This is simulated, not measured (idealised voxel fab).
Presented below is a process module, voxel tone inversion.
Shown is cross-section cut, with a width of 220 nm and square cells of size 5 nm.
Format of a cross-section: grid, square cells. Given as bands. Order: top down. Band: one or more rows of cells.
Top height, bottom height, nm. Materials left to right, width each, nm. Single material + "edge to edge" = fills band edge to edge. "empty" = empty.
Note: height 0 marks the level under which the wafer is uniformly one material as received. Lowest band unbounded below, written "0 down".
A two-number width, for instance "30 to 40", indicates that the width is equal to the first number in the top row of the band and to the second number in the bottom row, and that it changes by a constant amount per row of cells.
No cell of the cross-section changed in a step that is given as "remained the same".
Enclosed voids (no open way to top), threshold 8 cells or more, entry "Enclosed internal cavities", notation width x height at distance, distance from left edge, nm.
Read whatever lies past the settings on a step's line as the simulator's own remark about the step.
Steps that use a mask can have "overlay nm" on their line. It says how far the mask sat to the right of where it was meant to be. Negative means to the left.

plan
- 1: RECEIVE,material Si
- 2: CONFORMAL_DEP,material SiN,thk nm 10
- 3: DIRECTIONAL_DEP,material polySi,thk nm 15
- 4: PATTERN,tone cover,mask id POSTS,material resist,width nm 15,pitch nm 40,thk nm 20,overlay nm 0
- 5: DIRECTIONAL_ETCH,etch materials polySi,depth nm 15
- 6: STRIP,etch materials resist
- 7: FILL_DEP,material SiO2,thk nm 10
- 8: CMP,height nm 25
- 9: STRIP,etch materials polySi
The plan's step 4 width nm is the first wafer's value; the wafers differ in this setting and start identical.

The first of several wafers, as received after step 1, seen in section
> 0 down  Si edge to edge
> Enclosed internal cavities: none

End of module, by wafer: material-by-material cell gain (+) or loss (-) since receipt, then closed voids
width nm 15; +88 SiN; +105 SiO2; Enclosed internal cavities: none
width nm 20; +88 SiN; +96 SiO2; Enclosed internal cavities: none
width nm 25; +88 SiN; +87 SiO2; Enclosed internal cavities: none
